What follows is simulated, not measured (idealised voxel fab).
Process module in this document: voxel air gaps
Square cells of 5 nm make up the cross-section cut, whose width is 285 nm.
A cross-section in this document is a grid of square cells, and it is written down as bands, the top band listed before the ones below it; a band is made up of one or more rows of cells.
Band: top and bottom heights (nm) first, top before bottom; then materials from left to right, widths in nm. "throughout" marks a sole material filling the band edge to edge. "air" denotes empty space.
Note: height 0 marks the level under which the wafer is uniformly one material as received. Lowest band unbounded below, written "0 and below".
When a width is written as two numbers, as in "30->40", the first number is the width in the top row of cells of the band and the second is the width in its bottom row, and the width changes by the same amount from each row to the next.
"no modifications" after a step means that no cell of the cross-section changed.
"Closed void listing": sealed empty spaces, 8 cells or more, no open way to top, listed width x height at distance, with distance from the left edge and width, height and distance in nm.
Past the settings on a step's line: simulator remark, on that step.
For masked steps, "overlay nm" on the step line gives how far right of plan the mask actually lay; a minus sign means it lay to the left.

Steps in the process plan
1,RECEIVE (material Si)
2,CONFORMAL_DEP (material SiO2; thk nm 10)
3,CONFORMAL_DEP (material SiN; thk nm 5)
4,DIRECTIONAL_DEP (material lowk; thk nm 30)
5,MASKED_ETCH (tone open; mask id LINES; width nm 25; pitch nm 50; etch materials lowk; depth nm 30; overlay nm 0)
6,CONFORMAL_DEP (material TiN; thk nm 5)
7,FILL_DEP (material Ru; thk nm 5)
8,CMP (height nm 45)
9,EPI (material Ru; thk nm 10)
10,SELECTIVE_ETCH (etch materials lowk; depth nm 40)
11,CONFORMAL_DEP (material SiCN; thk nm 5)
Keep in mind the plan's value for the thk nm of step 6 comes from the first wafer; the wafers don't share that setting, but they do share the same starting point.

This is how the first of several wafers looked in cross-section when it arrived, which is after step 1
* 0 and below  Si throughout
* Closed void listing: none

Take any row and you have a wafer at the end of the module: how many cells of each material it has gained (+) or lost (-) since it was received, and then its closed voids
thk nm 5 | +99 Ru | +121 SiCN | +57 SiN | +114 SiO2 | +45 TiN | Closed void listing: 15 x 20 at 110; 15 x 20 at 160
thk nm 10 | +66 Ru | +121 SiCN | +57 SiN | +114 SiO2 | +78 TiN | Closed void listing: 15 x 20 at 110; 15 x 20 at 160
thk nm 15 | +54 Ru | +121 SiCN | +57 SiN | +114 SiO2 | +90 TiN | Closed void listing: 15 x 20 at 110; 15 x 20 at 160
thk nm 20 | +54 Ru | +121 SiCN | +57 SiN | +114 SiO2 | +90 TiN | Closed void listing: 15 x 20 at 110; 15 x 20 at 160
